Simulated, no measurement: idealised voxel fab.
Title: Process Module voxel ribs on slabs
The width of the displayed cross-section, cut, is 240 nm; its cells are square, with a size of 5 nm.
Cross-sections here: square-cell grids, written as top-down lists of bands, a band being one or more rows of cells.
The band entry comprises the height of the band's top followed by the height of its bottom, expressed in nm, and subsequently the band's materials from left to right, each stated together with its width in nm. Where a single material is marked with the word "throughout", that material fills the band from edge to edge. The word "blank" represents empty space.
Below 0: as-received wafer, all one material; heights counted from there. Lowest band: no bottom, goes on down, written "0 nm and below".
The two numbers in a width such as "30->40" mark its ends across the band: the first belongs to the top row of cells, the second to the bottom row, and from each row to the next the width moves by the same amount.
Step note "no alteration" = no cross-section cell changed.
In "Fully sealed voids" the enclosed voids are listed, meaning empty spaces of 8 cells or larger without any opening to the top. The form is width x height at distance, distance from the left edge, units nm.
Anything after a step's settings on that line? It's the simulator's own note about the step.
A step's line can hold "overlay nm"; with a mask on that step, the setting says how far right of the planned place the mask lay, while a negative setting says it lay to the left.

Intended process steps:
1: RECEIVE with material Si
2: DIRECTIONAL_DEP with material SiO2, thk nm 30
3: DIRECTIONAL_DEP with material SiN, thk nm 20
4: MASKED_ETCH with tone cover, mask id RIB, width nm 30, etch materials SiN, depth nm 10, overlay nm 0
5: PATTERN with tone cover, mask id SLAB, material resist, width nm 60, thk nm 20, overlay nm 0
6: DIRECTIONAL_ETCH with etch materials SiN, depth nm 5
7: STRIP with etch materials resist
8: FILL_DEP with material SiO2, thk nm 20
9: CMP with height nm 60
10: DIRECTIONAL_DEP with material TiN, thk nm 10
11: MASKED_ETCH with tone cover, mask id HEATER, width nm 40, etch materials TiN, depth nm 10, overlay nm 0
12: CONFORMAL_DEP with material SiO2, thk nm 5
For clarity, it should be stated that the wafers under discussion commence in an identical condition and differ with respect to the depth nm of step 6, the plan indicating the value that the first wafer had.

So this is the first of several wafers, cross-sectioned as it came to us, meaning it's at the end of step 1:
0 nm and below = Si throughout
Fully sealed voids: none

The first of several wafers, seen in cross-section after the module's last step, step 12:
75 nm to 70 nm = 95 of blank, 50 of SiO2, 95 of blank
70 nm to 65 nm = 95 of blank, 5 of SiO2, 40 of TiN, 5 of SiO2, 95 of blank
65 nm to 60 nm = 100 of SiO2, 40 of TiN, 100 of SiO2
60 nm to 50 nm = SiO2 throughout
50 nm to 40 nm = 105 of SiO2, 30 of SiN, 105 of SiO2
40 nm to 35 nm = 90 of SiO2, 60 of SiN, 90 of SiO2
35 nm to 30 nm = SiN throughout
30 nm to 0 nm = SiO2 throughout
0 nm and below = Si throughout
Fully sealed voids: none

The final wafer, sectioned at module end:
75 nm to 70 nm = 95 of blank, 50 of SiO2, 95 of blank
70 nm to 65 nm = 95 of blank, 5 of SiO2, 40 of TiN, 5 of SiO2, 95 of blank
65 nm to 60 nm = 100 of SiO2, 40 of TiN, 100 of SiO2
60 nm to 50 nm = SiO2 throughout
50 nm to 40 nm = 105 of SiO2, 30 of SiN, 105 of SiO2
40 nm to 30 nm = 90 of SiO2, 60 of SiN, 90 of SiO2
30 nm to 0 nm = SiO2 throughout
0 nm and below = Si throughout
Fully sealed voids: none

The rows of the table below are wafers. Looking at the end of the module, a row counts, for every material, the cells the wafer has gained, shown as (+), or lost, shown as (-), since it was received; its closed voids come next:
depth nm 5, +72 SiN, +556 SiO2, +16 TiN, Fully sealed voids: none
depth nm 10, +36 SiN, +592 SiO2, +16 TiN, Fully sealed voids: none
depth nm 15, +36 SiN, +592 SiO2, +16 TiN, Fully sealed voids: none
depth nm 20, +36 SiN, +592 SiO2, +16 TiN, Fully sealed voids: none
depth nm 25, +36 SiN, +592 SiO2, +16 TiN, Fully sealed voids: none
